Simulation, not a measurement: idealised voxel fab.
voxel quadruple lines: a process module
Shown is cross-section cut, with a width of 215 nm and square cells of size 5 nm.
In this document a cross-section is written as a grid of square cells. It is given as a series of bands, listed from the top down, and a band is one or more rows of cells.
For a band, the entry starts with two heights in nm, that of the top and then that of the bottom, and carries on with the band's materials in order from left to right, each alongside its width in nm; the word "throughout" beside a single material means it fills the band edge to edge, and "blank" means empty space.
Height reference: 0 = level under which incoming wafer is all one material. Lowest band: no bottom, runs on downward, e.g. "0..down".
The notation "30..40" denotes a width that varies across the rows of cells in the band, beginning at the first number in the top row, finishing at the second number in the bottom row, and changing by an identical amount from each row to the next.
"same as before" for a step: no cell of the cross-section changed in that step.
For the entry "Trapped void list", the listed items are empty spaces with no open way to the top whose size is 8 cells or more; each item follows the pattern width x height at distance, where distance is from the left edge and all three are in nm.
Read whatever lies past the settings on a step's line as the simulator's own remark about the step.
Each step line may optionally specify "overlay nm", which for a step with a mask gives the rightward distance between the mask's planned place and where it lay, a negative value indicating the leftward direction.
These are the steps we planned for the process
1: op RECEIVE | material Si
2: op CONFORMAL_DEP | material SiO2 | thk nm 10
3: op DIRECTIONAL_DEP | material Ru | thk nm 15
4: op DIRECTIONAL_DEP | material polySi | thk nm 20
5: op DIRECTIONAL_DEP | material aC | thk nm 25
6: op PATTERN | tone cover | mask id MANDREL | material resist | width nm 20 | pitch nm 60 | thk nm 35 | overlay nm 0
7: op DIRECTIONAL_ETCH | etch materials aC | depth nm 25
8: op STRIP | etch materials resist
9: op CONFORMAL_DEP | material SiO2 | thk nm 10
10: op DIRECTIONAL_ETCH | etch materials SiO2 | depth nm 10
11: op STRIP | etch materials aC
12: op DIRECTIONAL_ETCH | etch materials polySi | depth nm 20
13: op STRIP | etch materials SiO2
14: op CONFORMAL_DEP | material SiN | thk nm 5
15: op DIRECTIONAL_ETCH | etch materials SiN | depth nm 5
16: op STRIP | etch materials polySi
17: op DIRECTIONAL_ETCH | etch materials Ru | depth nm 15
18: op STRIP | etch materials SiN
Cross-section of the wafer upon arrival, representing the state reached after step 1
  0..down  Si throughout
  Trapped void list: none
As-planned run: cross-section of the first of two wafers at end of module
  25..10  50 blank; 5 Ru; 10 blank; 5 Ru; 10 blank; 5 Ru; 10 blank; 5 Ru; 10 blank; 5 Ru; 10 blank; 5 Ru; 10 blank; 5 Ru; 10 blank; 5 Ru; 55 blank
  10..0  SiO2 throughout
  0..down  Si throughout
  Trapped void list: none
End of module, second wafer, cross-section. Started like the first, planned like the first, run with one mistake
  25..10  45 blank; 5 Ru; 10 blank; 5 Ru; 20 blank; 5 Ru; 10 blank; 10 Ru; 10 blank; 5 Ru; 20 blank; 5 Ru; 10 blank; 5 Ru; 50 blank
  10..0  SiO2 throughout
  0..down  Si throughout
  Trapped void list: none
The mistake made against the process plan was this: note that step 6 departed from the planned setting and was carried out as op PATTERN | tone cover | mask id MANDREL | material resist | width nm 30 | pitch nm 60 | thk nm 35 | overlay nm 0
If you tally the cells, the second wafer ends up with the same amount of every material as the first; it's all just sitting in different places.
